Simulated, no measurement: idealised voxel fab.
process module | voxel ribs on slabs
cross-section cut | 160 nm wide | cells 5 nm
A cross-section is a grid of square cells, given in bands from the top down. A band is one or more rows of cells.
Each band's line starts with the height of the band's top and of its bottom, in nm. Then come its materials from left to right, each with its width in nm. One material with "throughout" fills the band from edge to edge. "air" is empty space.
Height 0 is the level under which the wafer as received is all one material. The lowest band goes on downwards, as in "0 down".
A width such as "30 to 40" changes by the same amount from each row of cells to the next, from the band's top row to its bottom row.
"no change" after a step means that no cell of the cross-section changed.
closed voids: empty space of 8 cells or more with no open way to the top, each as width x height at its distance from the left edge, in nm
after a step's settings: what the simulator itself notes on the step
overlay nm, on a step with a mask: how far to the right of its planned place the mask lay; to the left if negative
plan
1 op RECEIVE | material Si
2 op DIRECTIONAL_DEP | material SiO2 | thk nm 20
3 op DIRECTIONAL_DEP | material polySi | thk nm 25
4 op DIRECTIONAL_DEP | material aC | thk nm 10
5 op PATTERN | tone cover | mask id RIB | material resist | width nm 30 | thk nm 25 | overlay nm 0
6 op DIRECTIONAL_ETCH | etch materials aC | depth nm 10
7 op STRIP | etch materials resist
8 op DIRECTIONAL_ETCH | etch materials polySi | depth nm 5
9 op STRIP | etch materials aC
10 op DIRECTIONAL_DEP | material aC | thk nm 15
11 op PATTERN | tone cover | mask id SLAB | material resist | width nm 80 | thk nm 35 | overlay nm 0
12 op DIRECTIONAL_ETCH | etch materials aC | depth nm 15
13 op STRIP | etch materials resist
14 op DIRECTIONAL_ETCH | etch materials polySi | depth nm 20
15 op STRIP | etch materials aC
16 op FILL_DEP | material SiO2 | thk nm 20
17 op CMP | height nm 60
18 op DIRECTIONAL_DEP | material W | thk nm 10
19 op DIRECTIONAL_DEP | material aC | thk nm 15
20 op PATTERN | tone cover | mask id HEATER | material resist | width nm 40 | thk nm 30 | overlay nm 0
21 op DIRECTIONAL_ETCH | etch materials aC | depth nm 15
22 op STRIP | etch materials resist
23 op DIRECTIONAL_ETCH | etch materials W | depth nm 10
24 op STRIP | etch materials aC
25 op CONFORMAL_DEP | material SiO2 | thk nm 10
as received, after step 1
  0 down: Si throughout
  closed voids: none
a wafer at the end: this start, this plan, one mistake
  80 to 70: air 50 | SiO2 60 | air 50
  70 to 60: SiO2 60 | W 40 | SiO2 60
  60 to 45: W throughout
  45 to 40: W 65 | polySi 30 | W 65
  40 to 20: W 40 | polySi 80 | W 40
  20 to 0: SiO2 throughout
  0 down: Si throughout
  closed voids: none
what went wrong: step 16 ran as: op FILL_DEP | material W | thk nm 20
